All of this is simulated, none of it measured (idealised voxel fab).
The document below concerns the process module designated voxel released beams.
In the cross-section labelled cut, the width is 285 nm and each square cell is 5 nm.
A cross-section in this document is a grid of square cells, and it is written down as bands, the top band listed before the ones below it; a band is made up of one or more rows of cells. Quick guide to a band line: top height, bottom height (nm) up front; then every material left to right with its width in nm. Only one material and it's marked "all across"? Then it fills the band edge to edge. And "blank" just means empty space. We count height from 0. Below that, the starting wafer is all one material. The lowest band never ends at the bottom but goes on down; see "0 down" for how that is written. When a width is written as two numbers, as in "30 to 40", the first number is the width in the top row of cells of the band and the second is the width in its bottom row, and the width changes by the same amount from each row to the next. The cross-section has no changed cell in any step marked "nothing got changed". If an empty space has no open way to the top and is at least 8 cells in size, "Voids, sealed" lists it, written width x height at distance, where distance is measured from the left edge and every value is in nm. The remark found on a step's line after its settings is issued by the simulator itself and pertains to that step. overlay nm: mask offset rightward from planned place, masked step; negative means leftward offset. Pairs, read this way: before one process step on the one hand, after it on the other, the after cross-section ending at the lowest band that changed; the step between, settings included, beneath. Same starting wafer throughout, but possibly different runs of this module, so no pair continues from the pair above unless its entry headed "Before processing step" says so.
[Before processing step]
	0 down: Si all across
	Voids, sealed: none
[State After Step]
	5 to 0: SiN all across
	Everything under 0 stays put, no change at all.
	Voids, sealed: none
Going from one cross-section above to the next, the wafer undergoes op CONFORMAL_DEP | material SiN | thk nm 5
Before processing step: cross-section not repeated; it is the one shown after the step in the pair just above.
[State After Step]
	25 to 5: SiO2 all across
	Everything under 5 stays put, no change at all.
	Voids, sealed: none
Going from one cross-section above to the next, the wafer undergoes op DIRECTIONAL_DEP | material SiO2 | thk nm 20
Before processing step: cross-section not repeated; it is the one shown after the step in the pair just above.
[State After Step]
	40 to 25: resist=90 / blank=30 / resist=165
	Everything under 25 stays put, no change at all.
	Voids, sealed: none
Going from one cross-section above to the next, the wafer undergoes op PATTERN | tone open | mask id ANCHOR | material resist | width nm 30 | thk nm 15 | overlay nm 0
Before processing step: cross-section not repeated; it is the one shown after the step in the pair just above.
[State After Step]
	40 to 25: resist=90 / blank=30 / resist=165
	25 to 5: SiO2=90 / blank=30 / SiO2=165
	Everything under 5 stays put, no change at all.
	Voids, sealed: none
Going from one cross-section above to the next, the wafer undergoes op DIRECTIONAL_ETCH | etch materials SiO2 | depth nm 20
Before processing step: cross-section not repeated; it is the one shown after the step in the pair just above.
[State After Step]
	25 to 5: SiO2=90 / blank=30 / SiO2=165
	Everything under 5 stays put, no change at all.
	Voids, sealed: none
Going from one cross-section above to the next, the wafer undergoes op STRIP | etch materials resist
Before processing step: cross-section not repeated; it is the one shown after the step in the pair just above.
[State After Step]
	35 to 25: TiN=100 / blank=10 / TiN=175
	25 to 15: SiO2=90 / TiN=10 / blank=10 / TiN=10 / SiO2=165
	15 to 5: SiO2=90 / TiN=30 / SiO2=165
	Everything under 5 stays put, no change at all.
	Voids, sealed: none
Going from one cross-section above to the next, the wafer undergoes op CONFORMAL_DEP | material TiN | thk nm 10
Before processing step: cross-section not repeated; it is the one shown after the step in the pair just above.
[State After Step]
	45 to 35: aC=100 / blank=10 / aC=175
	35 to 25: TiN=100 / blank=10 / TiN=175
	25 to 15: SiO2=90 / TiN=10 / aC=10 / TiN=10 / SiO2=165
	Everything under 15 stays put, no change at all.
	Voids, sealed: none
Going from one cross-section above to the next, the wafer undergoes op DIRECTIONAL_DEP | material aC | thk nm 10
Before processing step: cross-section not repeated; it is the one shown after the step in the pair just above.
[State After Step]
	70 to 45: blank=85 / resist=110 / blank=90
	45 to 35: aC=100 / resist=10 / aC=175
	35 to 25: TiN=100 / resist=10 / TiN=175
	Everything under 25 stays put, no change at all.
	Voids, sealed: none
Going from one cross-section above to the next, the wafer undergoes op PATTERN | tone cover | mask id BEAM | material resist | width nm 110 | thk nm 25 | overlay nm 0
Before processing step: cross-section not repeated; it is the one shown after the step in the pair just above.
[State After Step]
	60 to 45: blank=85 / resist=110 / blank=90
	45 to 35: blank=85 / aC=15 / resist=10 / aC=85 / blank=90
	Everything under 35 stays put, no change at all.
	Voids, sealed: none
Going from one cross-section above to the next, the wafer undergoes op DIRECTIONAL_ETCH | etch materials aC | depth nm 10
Before processing step: cross-section not repeated; it is the one shown after the step in the pair just above.
[State After Step]
	45 to 35: blank=85 / aC=15 / blank=10 / aC=85 / blank=90
	35 to 25: TiN=100 / blank=10 / TiN=175
	Everything under 25 stays put, no change at all.
	Voids, sealed: none
Going from one cross-section above to the next, the wafer undergoes op STRIP | etch materials resist
Before processing step: cross-section not repeated; it is the one shown after the step in the pair just above.
[State After Step]
	45 to 35: blank=85 / aC=15 / blank=10 / aC=85 / blank=90
	35 to 25: blank=85 / TiN=15 / blank=10 / TiN=85 / blank=90
	Everything under 25 stays put, no change at all.
	Voids, sealed: none
Going from one cross-section above to the next, the wafer undergoes op DIRECTIONAL_ETCH | etch materials TiN | depth nm 10
Before processing step: cross-section not repeated; it is the one shown after the step in the pair just above.
[State After Step]
	35 to 25: blank=85 / TiN=15 / blank=10 / TiN=85 / blank=90
	25 to 15: SiO2=90 / TiN=10 / blank=10 / TiN=10 / SiO2=165
	Everything under 15 stays put, no change at all.
	Voids, sealed: none
Going from one cross-section above to the next, the wafer undergoes op STRIP | etch materials aC
Before processing step: cross-section not repeated; it is the one shown after the step in the pair just above.
[State After Step]
	35 to 25: blank=85 / TiN=15 / blank=10 / TiN=85 / blank=90
	25 to 15: blank=90 / TiN=10 / blank=10 / TiN=10 / blank=165
	15 to 5: blank=90 / TiN=30 / blank=165
	Everything under 5 stays put, no change at all.
	Voids, sealed: none
Going from one cross-section above to the next, the wafer undergoes op STRIP | etch materials SiO2
[Before processing step]
	0 down: Si all across
	Voids, sealed: none
[State After Step]
	20 to 0: SiO2 all across
	Everything under 0 stays put, no change at all.
	Voids, sealed: none
Going from one cross-section above to the next, the wafer undergoes op DIRECTIONAL_DEP | material SiO2 | thk nm 20
Before processing step: cross-section not repeated; it is the one shown after the step in the pair just above.
[State After Step]
	35 to 20: resist=90 / blank=30 / resist=165
	Everything under 20 stays put, no change at all.
	Voids, sealed: none
Going from one cross-section above to the next, the wafer undergoes op PATTERN | tone open | mask id ANCHOR | material resist | width nm 30 | thk nm 15 | overlay nm 0
Before processing step: cross-section not repeated; it is the one shown after the step in the pair just above.
[State After Step]
	35 to 20: resist=90 / blank=30 / resist=165
	20 to 0: SiO2=90 / blank=30 / SiO2=165
	Everything under 0 stays put, no change at all.
	Voids, sealed: none
Going from one cross-section above to the next, the wafer undergoes op DIRECTIONAL_ETCH | etch materials SiO2 | depth nm 20
Before processing step: cross-section not repeated; it is the one shown after the step in the pair just above.
[State After Step]
	20 to 0: SiO2=90 / blank=30 / SiO2=165
	Everything under 0 stays put, no change at all.
	Voids, sealed: none
Going from one cross-section above to the next, the wafer undergoes op STRIP | etch materials resist
Before processing step: cross-section not repeated; it is the one shown after the step in the pair just above.
[State After Step]
	30 to 20: TiN=100 / blank=10 / TiN=175
	20 to 10: SiO2=90 / TiN=10 / blank=10 / TiN=10 / SiO2=165
	10 to 0: SiO2=90 / TiN=30 / SiO2=165
	Everything under 0 stays put, no change at all.
	Voids, sealed: none
Going from one cross-section above to the next, the wafer undergoes op CONFORMAL_DEP | material TiN | thk nm 10
Before processing step: cross-section not repeated; it is the one shown after the step in the pair just above.
[State After Step]
	40 to 30: aC=100 / blank=10 / aC=175
	30 to 20: TiN=100 / blank=10 / TiN=175
	20 to 10: SiO2=90 / TiN=10 / aC=10 / TiN=10 / SiO2=165
	Everything under 10 stays put, no change at all.
	Voids, sealed: none
Going from one cross-section above to the next, the wafer undergoes op DIRECTIONAL_DEP | material aC | thk nm 10
Before processing step: cross-section not repeated; it is the one shown after the step in the pair just above.
[State After Step]
	65 to 40: blank=85 / resist=110 / blank=90
	40 to 30: aC=100 / resist=10 / aC=175
	30 to 20: TiN=100 / resist=10 / TiN=175
	Everything under 20 stays put, no change at all.
	Voids, sealed: none
Going from one cross-section above to the next, the wafer undergoes op PATTERN | tone cover | mask id BEAM | material resist | width nm 110 | thk nm 25 | overlay nm 0
Before processing step: cross-section not repeated; it is the one shown after the step in the pair just above.
[State After Step]
	55 to 40: blank=85 / resist=110 / blank=90
	40 to 30: blank=85 / aC=15 / resist=10 / aC=85 / blank=90
	Everything under 30 stays put, no change at all.
	Voids, sealed: none
Going from one cross-section above to the next, the wafer undergoes op DIRECTIONAL_ETCH | etch materials aC | depth nm 10
Before processing step: cross-section not repeated; it is the one shown after the step in the pair just above.
[State After Step]
	40 to 30: blank=85 / aC=15 / blank=10 / aC=85 / blank=90
	30 to 20: TiN=100 / blank=10 / TiN=175
	Everything under 20 stays put, no change at all.
	Voids, sealed: none
Going from one cross-section above to the next, the wafer undergoes op STRIP | etch materials resist
Before processing step: cross-section not repeated; it is the one shown after the step in the pair just above.
[State After Step]
	40 to 30: blank=85 / aC=15 / blank=10 / aC=85 / blank=90
	30 to 20: blank=85 / TiN=15 / blank=10 / TiN=85 / blank=90
	Everything under 20 stays put, no change at all.
	Voids, sealed: none
Going from one cross-section above to the next, the wafer undergoes op DIRECTIONAL_ETCH | etch materials TiN | depth nm 10
Before processing step: cross-section not repeated; it is the one shown after the step in the pair just above.
[State After Step]
	30 to 20: blank=85 / TiN=15 / blank=10 / TiN=85 / blank=90
	20 to 10: SiO2=90 / TiN=10 / blank=10 / TiN=10 / SiO2=165
	Everything under 10 stays put, no change at all.
	Voids, sealed: none
Going from one cross-section above to the next, the wafer undergoes op STRIP | etch materials aC
Before processing step: cross-section not repeated; it is the one shown after the step in the pair just above.
[State After Step]
	30 to 20: blank=85 / TiN=15 / blank=10 / TiN=85 / blank=90
	20 to 10: blank=90 / TiN=10 / blank=10 / TiN=10 / blank=165
	10 to 0: blank=90 / TiN=30 / blank=165
	Everything under 0 stays put, no change at all.
	Voids, sealed: none
Going from one cross-section above to the next, the wafer undergoes op STRIP | etch materials SiO2
[Before processing step]
	20 to 0: SiO2 all across
	0 down: Si all across
	Voids, sealed: none
[State After Step]
	25 to 20: SiN all across
	Everything under 20 stays put, no change at all.
	Voids, sealed: none
Going from one cross-section above to the next, the wafer undergoes op CONFORMAL_DEP | material SiN | thk nm 5
Before processing step: cross-section not repeated; it is the one shown after the step in the pair just above.
[State After Step]
	40 to 25: resist=90 / blank=30 / resist=165
	Everything under 25 stays put, no change at all.
	Voids, sealed: none
Going from one cross-section above to the next, the wafer undergoes op PATTERN | tone open | mask id ANCHOR | material resist | width nm 30 | thk nm 15 | overlay nm 0
Before processing step: cross-section not repeated; it is the one shown after the step in the pair just above.
[State After Step]
	25 to 20: SiN all across
	Everything under 20 stays put, no change at all.
	Voids, sealed: none
Going from one cross-section above to the next, the wafer undergoes op STRIP | etch materials resist
Before processing step: cross-section not repeated; it is the one shown after the step in the pair just above.
[State After Step]
	35 to 25: TiN all across
	Everything under 25 stays put, no change at all.
	Voids, sealed: none
Going from one cross-section above to the next, the wafer undergoes op CONFORMAL_DEP | material TiN | thk nm 10
Before processing step: cross-section not repeated; it is the one shown after the step in the pair just above.
[State After Step]
	45 to 35: aC all across
	Everything under 35 stays put, no change at all.
	Voids, sealed: none
Going from one cross-section above to the next, the wafer undergoes op DIRECTIONAL_DEP | material aC | thk nm 10
Before processing step: cross-section not repeated; it is the one shown after the step in the pair just above.
[State After Step]
	70 to 45: blank=85 / resist=110 / blank=90
	Everything under 45 stays put, no change at all.
	Voids, sealed: none
Going from one cross-section above to the next, the wafer undergoes op PATTERN | tone cover | mask id BEAM | material resist | width nm 110 | thk nm 25 | overlay nm 0
Before processing step: cross-section not repeated; it is the one shown after the step in the pair just above.
[State After Step]
	60 to 45: blank=85 / resist=110 / blank=90
	45 to 35: blank=85 / aC=110 / blank=90
	Everything under 35 stays put, no change at all.
	Voids, sealed: none
Going from one cross-section above to the next, the wafer undergoes op DIRECTIONAL_ETCH | etch materials aC | depth nm 10
Before processing step: cross-section not repeated; it is the one shown after the step in the pair just above.
[State After Step]
	45 to 35: blank=85 / aC=110 / blank=90
	Everything under 35 stays put, no change at all.
	Voids, sealed: none
Going from one cross-section above to the next, the wafer undergoes op STRIP | etch materials resist
Before processing step: cross-section not repeated; it is the one shown after the step in the pair just above.
[State After Step]
	45 to 35: blank=85 / aC=110 / blank=90
	35 to 25: blank=85 / TiN=110 / blank=90
	Everything under 25 stays put, no change at all.
	Voids, sealed: none
Going from one cross-section above to the next, the wafer undergoes op DIRECTIONAL_ETCH | etch materials TiN | depth nm 10
Before processing step: cross-section not repeated; it is the one shown after the step in the pair just above.
[State After Step]
	35 to 25: blank=85 / TiN=110 / blank=90
	Everything under 25 stays put, no change at all.
	Voids, sealed: none
Going from one cross-section above to the next, the wafer undergoes op STRIP | etch materials aC
[Before processing step]
	5 to 0: SiN all across
	0 down: Si all across
	Voids, sealed: none
[State After Step]
	20 to 5: SiO2 all across
	Everything under 5 stays put, no change at all.
	Voids, sealed: none
Going from one cross-section above to the next, the wafer undergoes op DIRECTIONAL_DEP | material SiO2 | thk nm 15
Before processing step: cross-section not repeated; it is the one shown after the step in the pair just above.
[State After Step]
	35 to 20: resist=90 / blank=30 / resist=165
	Everything under 20 stays put, no change at all.
	Voids, sealed: none
Going from one cross-section above to the next, the wafer undergoes op PATTERN | tone open | mask id ANCHOR | material resist | width nm 30 | thk nm 15 | overlay nm 0
Before processing step: cross-section not repeated; it is the one shown after the step in the pair just above.
[State After Step]
	35 to 20: resist=90 / blank=30 / resist=165
	20 to 5: SiO2=90 / blank=30 / SiO2=165
	Everything under 5 stays put, no change at all.
	Voids, sealed: none
Going from one cross-section above to the next, the wafer undergoes op DIRECTIONAL_ETCH | etch materials SiO2 | depth nm 20
Before processing step: cross-section not repeated; it is the one shown after the step in the pair just above.
[State After Step]
	20 to 5: SiO2=90 / blank=30 / SiO2=165
	Everything under 5 stays put, no change at all.
	Voids, sealed: none
Going from one cross-section above to the next, the wafer undergoes op STRIP | etch materials resist
Before processing step: cross-section not repeated; it is the one shown after the step in the pair just above.
[State After Step]
	30 to 20: TiN=100 / blank=10 / TiN=175
	20 to 15: SiO2=90 / TiN=10 / blank=10 / TiN=10 / SiO2=165
	15 to 5: SiO2=90 / TiN=30 / SiO2=165
	Everything under 5 stays put, no change at all.
	Voids, sealed: none
Going from one cross-section above to the next, the wafer undergoes op CONFORMAL_DEP | material TiN | thk nm 10
Before processing step: cross-section not repeated; it is the one shown after the step in the pair just above.
[State After Step]
	40 to 30: aC=100 / blank=10 / aC=175
	30 to 25: TiN=100 / blank=10 / TiN=175
	25 to 20: TiN=100 / aC=10 / TiN=175
	20 to 15: SiO2=90 / TiN=10 / aC=10 / TiN=10 / SiO2=165
	Everything under 15 stays put, no change at all.
	Voids, sealed: none
Going from one cross-section above to the next, the wafer undergoes op DIRECTIONAL_DEP | material aC | thk nm 10
Before processing step: cross-section not repeated; it is the one shown after the step in the pair just above.
[State After Step]
	65 to 40: blank=85 / resist=110 / blank=90
	40 to 30: aC=100 / resist=10 / aC=175
	30 to 25: TiN=100 / resist=10 / TiN=175
	Everything under 25 stays put, no change at all.
	Voids, sealed: none
Going from one cross-section above to the next, the wafer undergoes op PATTERN | tone cover | mask id BEAM | material resist | width nm 110 | thk nm 25 | overlay nm 0
Before processing step: cross-section not repeated; it is the one shown after the step in the pair just above.
[State After Step]
	55 to 40: blank=85 / resist=110 / blank=90
	40 to 30: blank=85 / aC=15 / resist=10 / aC=85 / blank=90
	Everything under 30 stays put, no change at all.
	Voids, sealed: none
Going from one cross-section above to the next, the wafer undergoes op DIRECTIONAL_ETCH | etch materials aC | depth nm 10
Before processing step: cross-section not repeated; it is the one shown after the step in the pair just above.
[State After Step]
	40 to 30: blank=85 / aC=15 / blank=10 / aC=85 / blank=90
	30 to 25: TiN=100 / blank=10 / TiN=175
	Everything under 25 stays put, no change at all.
	Voids, sealed: none
Going from one cross-section above to the next, the wafer undergoes op STRIP | etch materials resist
Before processing step: cross-section not repeated; it is the one shown after the step in the pair just above.
[State After Step]
	40 to 30: blank=85 / aC=15 / blank=10 / aC=85 / blank=90
	30 to 25: blank=85 / TiN=15 / blank=10 / TiN=85 / blank=90
	25 to 20: blank=85 / TiN=15 / aC=10 / TiN=85 / blank=90
	Everything under 20 stays put, no change at all.
	Voids, sealed: none
Going from one cross-section above to the next, the wafer undergoes op DIRECTIONAL_ETCH | etch materials TiN | depth nm 10
Before processing step: cross-section not repeated; it is the one shown after the step in the pair just above.
[State After Step]
	30 to 20: blank=85 / TiN=15 / blank=10 / TiN=85 / blank=90
	20 to 15: SiO2=90 / TiN=10 / blank=10 / TiN=10 / SiO2=165
	Everything under 15 stays put, no change at all.
	Voids, sealed: none
Going from one cross-section above to the next, the wafer undergoes op STRIP | etch materials aC
Before processing step: cross-section not repeated; it is the one shown after the step in the pair just above.
[State After Step]
	30 to 20: blank=85 / TiN=15 / blank=10 / TiN=85 / blank=90
	20 to 15: blank=90 / TiN=10 / blank=10 / TiN=10 / blank=165
	15 to 5: blank=90 / TiN=30 / blank=165
	Everything under 5 stays put, no change at all.
	Voids, sealed: none
Going from one cross-section above to the next, the wafer undergoes op STRIP | etch materials SiO2
[Before processing step]
	45 to 35: aC=100 / blank=10 / aC=175
	35 to 25: TiN=100 / blank=10 / TiN=175
	25 to 15: SiO2=90 / TiN=10 / aC=10 / TiN=10 / SiO2=165
	15 to 5: SiO2=90 / TiN=30 / SiO2=165
	5 to 0: SiN all across
	0 down: Si all across
	Voids, sealed: none
[State After Step]
	70 to 45: blank=80 / resist=120 / blank=85
	45 to 35: aC=100 / resist=10 / aC=175
	35 to 25: TiN=100 / resist=10 / TiN=175
	Everything under 25 stays put, no change at all.
	Voids, sealed: none
Going from one cross-section above to the next, the wafer undergoes op PATTERN | tone cover | mask id BEAM | material resist | width nm 120 | thk nm 25 | overlay nm 0
Before processing step: cross-section not repeated; it is the one shown after the step in the pair just above.
[State After Step]
	60 to 45: blank=80 / resist=120 / blank=85
	45 to 35: blank=80 / aC=20 / resist=10 / aC=90 / blank=85
	Everything under 35 stays put, no change at all.
	Voids, sealed: none
Going from one cross-section above to the next, the wafer undergoes op DIRECTIONAL_ETCH | etch materials aC | depth nm 10
Before processing step: cross-section not repeated; it is the one shown after the step in the pair just above.
[State After Step]
	45 to 35: blank=80 / aC=20 / blank=10 / aC=90 / blank=85
	35 to 25: TiN=100 / blank=10 / TiN=175
	Everything under 25 stays put, no change at all.
	Voids, sealed: none
Going from one cross-section above to the next, the wafer undergoes op STRIP | etch materials resist
Before processing step: cross-section not repeated; it is the one shown after the step in the pair just above.
[State After Step]
	45 to 35: blank=80 / aC=20 / blank=10 / aC=90 / blank=85
	35 to 25: blank=80 / TiN=20 / blank=10 / TiN=90 / blank=85
	Everything under 25 stays put, no change at all.
	Voids, sealed: none
Going from one cross-section above to the next, the wafer undergoes op DIRECTIONAL_ETCH | etch materials TiN | depth nm 10
Before processing step: cross-section not repeated; it is the one shown after the step in the pair just above.
[State After Step]
	35 to 25: blank=80 / TiN=20 / blank=10 / TiN=90 / blank=85
	25 to 15: SiO2=90 / TiN=10 / blank=10 / TiN=10 / SiO2=165
	Everything under 15 stays put, no change at all.
	Voids, sealed: none
Going from one cross-section above to the next, the wafer undergoes op STRIP | etch materials aC
Before processing step: cross-section not repeated; it is the one shown after the step in the pair just above.
[State After Step]
	35 to 25: blank=80 / TiN=20 / blank=10 / TiN=90 / blank=85
	25 to 15: blank=90 / TiN=10 / blank=10 / TiN=10 / blank=165
	15 to 5: blank=90 / TiN=30 / blank=165
	Everything under 5 stays put, no change at all.
	Voids, sealed: none
Going from one cross-section above to the next, the wafer undergoes op STRIP | etch materials SiO2
[Before processing step]
	25 to 5: SiO2 all across
	5 to 0: SiN all across
	0 down: Si all across
	Voids, sealed: none
[State After Step]
	40 to 25: resist=95 / blank=30 / resist=160
	Everything under 25 stays put, no change at all.
	Voids, sealed: none
Going from one cross-section above to the next, the wafer undergoes op PATTERN | tone open | mask id ANCHOR | material resist | width nm 30 | thk nm 15 | overlay nm 5
Before processing step: cross-section not repeated; it is the one shown after the step in the pair just above.
[State After Step]
	40 to 25: resist=95 / blank=30 / resist=160
	25 to 5: SiO2=95 / blank=30 / SiO2=160
	Everything under 5 stays put, no change at all.
	Voids, sealed: none
Going from one cross-section above to the next, the wafer undergoes op DIRECTIONAL_ETCH | etch materials SiO2 | depth nm 20
Before processing step: cross-section not repeated; it is the one shown after the step in the pair just above.
[State After Step]
	25 to 5: SiO2=95 / blank=30 / SiO2=160
	Everything under 5 stays put, no change at all.
	Voids, sealed: none
Going from one cross-section above to the next, the wafer undergoes op STRIP | etch materials resist
Before processing step: cross-section not repeated; it is the one shown after the step in the pair just above.
[State After Step]
	35 to 25: TiN=105 / blank=10 / TiN=170
	25 to 15: SiO2=95 / TiN=10 / blank=10 / TiN=10 / SiO2=160
	15 to 5: SiO2=95 / TiN=30 / SiO2=160
	Everything under 5 stays put, no change at all.
	Voids, sealed: none
Going from one cross-section above to the next, the wafer undergoes op CONFORMAL_DEP | material TiN | thk nm 10
Before processing step: cross-section not repeated; it is the one shown after the step in the pair just above.
[State After Step]
	45 to 35: aC=105 / blank=10 / aC=170
	35 to 25: TiN=105 / blank=10 / TiN=170
	25 to 15: SiO2=95 / TiN=10 / aC=10 / TiN=10 / SiO2=160
	Everything under 15 stays put, no change at all.
	Voids, sealed: none
Going from one cross-section above to the next, the wafer undergoes op DIRECTIONAL_DEP | material aC | thk nm 10
Before processing step: cross-section not repeated; it is the one shown after the step in the pair just above.
[State After Step]
	70 to 45: blank=85 / resist=110 / blank=90
	45 to 35: aC=105 / resist=10 / aC=170
	35 to 25: TiN=105 / resist=10 / TiN=170
	Everything under 25 stays put, no change at all.
	Voids, sealed: none
Going from one cross-section above to the next, the wafer undergoes op PATTERN | tone cover | mask id BEAM | material resist | width nm 110 | thk nm 25 | overlay nm 0
Before processing step: cross-section not repeated; it is the one shown after the step in the pair just above.
[State After Step]
	60 to 45: blank=85 / resist=110 / blank=90
	45 to 35: blank=85 / aC=20 / resist=10 / aC=80 / blank=90
	Everything under 35 stays put, no change at all.
	Voids, sealed: none
Going from one cross-section above to the next, the wafer undergoes op DIRECTIONAL_ETCH | etch materials aC | depth nm 10
Before processing step: cross-section not repeated; it is the one shown after the step in the pair just above.
[State After Step]
	45 to 35: blank=85 / aC=20 / blank=10 / aC=80 / blank=90
	35 to 25: TiN=105 / blank=10 / TiN=170
	Everything under 25 stays put, no change at all.
	Voids, sealed: none
Going from one cross-section above to the next, the wafer undergoes op STRIP | etch materials resist
Before processing step: cross-section not repeated; it is the one shown after the step in the pair just above.
[State After Step]
	45 to 35: blank=85 / aC=20 / blank=10 / aC=80 / blank=90
	35 to 25: blank=85 / TiN=20 / blank=10 / TiN=80 / blank=90
	Everything under 25 stays put, no change at all.
	Voids, sealed: none
Going from one cross-section above to the next, the wafer undergoes op DIRECTIONAL_ETCH | etch materials TiN | depth nm 10
Before processing step: cross-section not repeated; it is the one shown after the step in the pair just above.
[State After Step]
	35 to 25: blank=85 / TiN=20 / blank=10 / TiN=80 / blank=90
	25 to 15: SiO2=95 / TiN=10 / blank=10 / TiN=10 / SiO2=160
	Everything under 15 stays put, no change at all.
	Voids, sealed: none
Going from one cross-section above to the next, the wafer undergoes op STRIP | etch materials aC
Before processing step: cross-section not repeated; it is the one shown after the step in the pair just above.
[State After Step]
	35 to 25: blank=85 / TiN=20 / blank=10 / TiN=80 / blank=90
	25 to 15: blank=95 / TiN=10 / blank=10 / TiN=10 / blank=160
	15 to 5: blank=95 / TiN=30 / blank=160
	Everything under 5 stays put, no change at all.
	Voids, sealed: none
Going from one cross-section above to the next, the wafer undergoes op STRIP | etch materials SiO2
[Before processing step]
	25 to 5: SiO2=90 / blank=30 / SiO2=165
	5 to 0: SiN all across
	0 down: Si all across
	Voids, sealed: none
[State After Step]
	35 to 25: SiN=100 / blank=10 / SiN=175
	25 to 15: SiO2=90 / SiN=10 / blank=10 / SiN=10 / SiO2=165
	15 to 5: SiO2=90 / SiN=30 / SiO2=165
	Everything under 5 stays put, no change at all.
	Voids, sealed: none
Going from one cross-section above to the next, the wafer undergoes op CONFORMAL_DEP | material SiN | thk nm 10
Before processing step: cross-section not repeated; it is the one shown after the step in the pair just above.
[State After Step]
	45 to 35: aC=100 / blank=10 / aC=175
	35 to 25: SiN=100 / blank=10 / SiN=175
	25 to 15: SiO2=90 / SiN=10 / aC=10 / SiN=10 / SiO2=165
	Everything under 15 stays put, no change at all.
	Voids, sealed: none
Going from one cross-section above to the next, the wafer undergoes op DIRECTIONAL_DEP | material aC | thk nm 10
Before processing step: cross-section not repeated; it is the one shown after the step in the pair just above.
[State After Step]
	70 to 45: blank=85 / resist=110 / blank=90
	45 to 35: aC=100 / resist=10 / aC=175
	35 to 25: SiN=100 / resist=10 / SiN=175
	Everything under 25 stays put, no change at all.
	Voids, sealed: none
Going from one cross-section above to the next, the wafer undergoes op PATTERN | tone cover | mask id BEAM | material resist | width nm 110 | thk nm 25 | overlay nm 0
Before processing step: cross-section not repeated; it is the one shown after the step in the pair just above.
[State After Step]
	60 to 45: blank=85 / resist=110 / blank=90
	45 to 35: blank=85 / aC=15 / resist=10 / aC=85 / blank=90
	Everything under 35 stays put, no change at all.
	Voids, sealed: none
Going from one cross-section above to the next, the wafer undergoes op DIRECTIONAL_ETCH | etch materials aC | depth nm 10
Before processing step: cross-section not repeated; it is the one shown after the step in the pair just above.
[State After Step]
	45 to 35: blank=85 / aC=15 / blank=10 / aC=85 / blank=90
	35 to 25: SiN=100 / blank=10 / SiN=175
	Everything under 25 stays put, no change at all.
	Voids, sealed: none
Going from one cross-section above to the next, the wafer undergoes op STRIP | etch materials resist
Before processing step: cross-section not repeated; it is the one shown after the step in the pair just above.
[State After Step]
	35 to 25: SiN=100 / blank=10 / SiN=175
	25 to 15: SiO2=90 / SiN=10 / blank=10 / SiN=10 / SiO2=165
	Everything under 15 stays put, no change at all.
	Voids, sealed: none
Going from one cross-section above to the next, the wafer undergoes op STRIP | etch materials aC
[Before processing step]
	25 to 5: SiO2 all across
	5 to 0: SiN all across
	0 down: Si all across
	Voids, sealed: none
[State After Step]
	40 to 25: blank=90 / resist=30 / blank=165
	Everything under 25 stays put, no change at all.
	Voids, sealed: none
Going from one cross-section above to the next, the wafer undergoes op PATTERN | tone cover | mask id ANCHOR | material resist | width nm 30 | thk nm 15 | overlay nm 0
Before processing step: cross-section not repeated; it is the one shown after the step in the pair just above.
[State After Step]
	40 to 25: blank=90 / resist=30 / blank=165
	25 to 5: blank=90 / SiO2=30 / blank=165
	Everything under 5 stays put, no change at all.
	Voids, sealed: none
Going from one cross-section above to the next, the wafer undergoes op DIRECTIONAL_ETCH | etch materials SiO2 | depth nm 20
Before processing step: cross-section not repeated; it is the one shown after the step in the pair just above.
[State After Step]
	25 to 5: blank=90 / SiO2=30 / blank=165
	Everything under 5 stays put, no change at all.
	Voids, sealed: none
Going from one cross-section above to the next, the wafer undergoes op STRIP | etch materials resist
Before processing step: cross-section not repeated; it is the one shown after the step in the pair just above.
[State After Step]
	35 to 25: blank=80 / TiN=50 / blank=155
	25 to 15: blank=80 / TiN=10 / SiO2=30 / TiN=10 / blank=155
	15 to 5: TiN=90 / SiO2=30 / TiN=165
	Everything under 5 stays put, no change at all.
	Voids, sealed: none
Going from one cross-section above to the next, the wafer undergoes op CONFORMAL_DEP | material TiN | thk nm 10
Before processing step: cross-section not repeated; it is the one shown after the step in the pair just above.
[State After Step]
	45 to 35: blank=80 / aC=50 / blank=155
	35 to 25: blank=80 / TiN=50 / blank=155
	25 to 15: aC=80 / TiN=10 / SiO2=30 / TiN=10 / aC=155
	Everything under 15 stays put, no change at all.
	Voids, sealed: none
Going from one cross-section above to the next, the wafer undergoes op DIRECTIONAL_DEP | material aC | thk nm 10
Before processing step: cross-section not repeated; it is the one shown after the step in the pair just above.
[State After Step]
	70 to 45: blank=85 / resist=110 / blank=90
	45 to 35: blank=80 / aC=50 / resist=65 / blank=90
	35 to 25: blank=80 / TiN=50 / resist=65 / blank=90
	Everything under 25 stays put, no change at all.
	Voids, sealed: none
Going from one cross-section above to the next, the wafer undergoes op PATTERN | tone cover | mask id BEAM | material resist | width nm 110 | thk nm 25 | overlay nm 0
Before processing step: cross-section not repeated; it is the one shown after the step in the pair just above.
[State After Step]
	60 to 45: blank=85 / resist=110 / blank=90
	45 to 35: blank=85 / aC=45 / resist=65 / blank=90
	35 to 25: blank=80 / TiN=50 / resist=65 / blank=90
	25 to 15: blank=80 / TiN=10 / SiO2=30 / TiN=10 / aC=65 / blank=90
	Everything under 15 stays put, no change at all.
	Voids, sealed: none
Going from one cross-section above to the next, the wafer undergoes op DIRECTIONAL_ETCH | etch materials aC | depth nm 10
Before processing step: cross-section not repeated; it is the one shown after the step in the pair just above.
[State After Step]
	45 to 35: blank=85 / aC=45 / blank=155
	35 to 25: blank=80 / TiN=50 / blank=155
	Everything under 25 stays put, no change at all.
	Voids, sealed: none
Going from one cross-section above to the next, the wafer undergoes op STRIP | etch materials resist
Before processing step: cross-section not repeated; it is the one shown after the step in the pair just above.
[State After Step]
	45 to 35: blank=85 / aC=45 / blank=155
	35 to 25: blank=85 / TiN=45 / blank=155
	25 to 15: blank=80 / TiN=10 / SiO2=30 / TiN=10 / aC=65 / blank=90
	15 to 5: blank=80 / TiN=10 / SiO2=30 / TiN=75 / blank=90
	Everything under 5 stays put, no change at all.
	Voids, sealed: none
Going from one cross-section above to the next, the wafer undergoes op DIRECTIONAL_ETCH | etch materials TiN | depth nm 10
Before processing step: cross-section not repeated; it is the one shown after the step in the pair just above.
[State After Step]
	35 to 25: blank=85 / TiN=45 / blank=155
	25 to 15: blank=80 / TiN=10 / SiO2=30 / TiN=10 / blank=155
	Everything under 15 stays put, no change at all.
	Voids, sealed: none
Going from one cross-section above to the next, the wafer undergoes op STRIP | etch materials aC
